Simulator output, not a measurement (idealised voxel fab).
process module | voxel gate over fins
Square cells of 5 nm make up the cross-section cut, whose width is 220 nm.
Cross-section = grid of square cells, listed top down in bands; band = one or more rows.
Read a band's entry like this: the first values are the height of its top and the height of its bottom in nm, and what follows is the sequence of materials from left to right, each with its width in nm. Note that "empty" is empty space, and that a single material marked "edge to edge" reaches across the band from edge to edge.
The reference from which all heights are counted is 0, the level beneath which the as-received wafer is entirely one material; the lowest band, having no lower bound, proceeds downward and is written after the example "0 and below".
A width given as "30..40" starts at the first number in the band's top row and ends at the second number in its bottom row, shifting by an equal amount at every step from row to row.
Take "no alteration" at face value: in the step it is given for, the cross-section changed in none of its cells.
Enclosed voids (no open way to top), threshold 8 cells or more, entry "Sealed void inventory", notation width x height at distance, distance from left edge, nm.
On each step's line, the part that comes after the settings is the simulator's own comment on the step.
When a step includes a mask, the "overlay nm" setting on its line states how far to the right of its planned place that mask lay, and negative values state how far to the left.

Process steps - plan
1,RECEIVE: material Si
2,CONFORMAL_DEP: material SiN, thk nm 10
3,DIRECTIONAL_DEP: material aC, thk nm 15
4,PATTERN: tone cover, mask id FINS, material resist, width nm 15, pitch nm 45, thk nm 30, overlay nm 0
5,DIRECTIONAL_ETCH: etch materials aC, depth nm 15
6,STRIP: etch materials resist
7,DIRECTIONAL_ETCH: etch materials SiN, depth nm 10
8,DIRECTIONAL_ETCH: etch materials Si, depth nm 30
9,STRIP: etch materials aC
10,FILL_DEP: material SiO2, thk nm 5
11,CMP: height nm 10
12,SELECTIVE_ETCH: etch materials SiO2, depth nm 20
13,STRIP: etch materials SiN
14,CONFORMAL_DEP: material HfO2, thk nm 5
15,CONFORMAL_DEP: material TiN, thk nm 5
16,FILL_DEP: material W, thk nm 10
17,CMP: height nm 15
18,CONFORMAL_DEP: material SiCN, thk nm 10

Received-state cross-section, reflecting completion of step 1
    0 and below = Si edge to edge
    Sealed void inventory: none

End-of-module cross-section. Starting structure and process plan as above; one mistake made in running it
    25 down to 15 = SiCN edge to edge
    15 down to 10 = W edge to edge
    10 down to 5 = TiN edge to edge
    5 down to 0 = HfO2=60, TiN=5, HfO2=40, TiN=5, HfO2=40, TiN=5, HfO2=65
    0 down to -5 = Si=55, HfO2=5, TiN=5, HfO2=5, Si=30, HfO2=5, TiN=5, HfO2=5, Si=30, HfO2=5, TiN=5, HfO2=5, Si=60
    -5 down to -10 = Si=55, HfO2=15, Si=30, HfO2=15, Si=30, HfO2=15, Si=60
    -10 down to -30 = Si=55, SiO2=15, Si=30, SiO2=15, Si=30, SiO2=15, Si=60
    -30 and below = Si edge to edge
    Sealed void inventory: none
Nonconformance to the process plan: so step 4 ended up running with a different setting than we planned, it ran as PATTERN: tone open, mask id FINS, material resist, width nm 15, pitch nm 45, thk nm 30, overlay nm 0
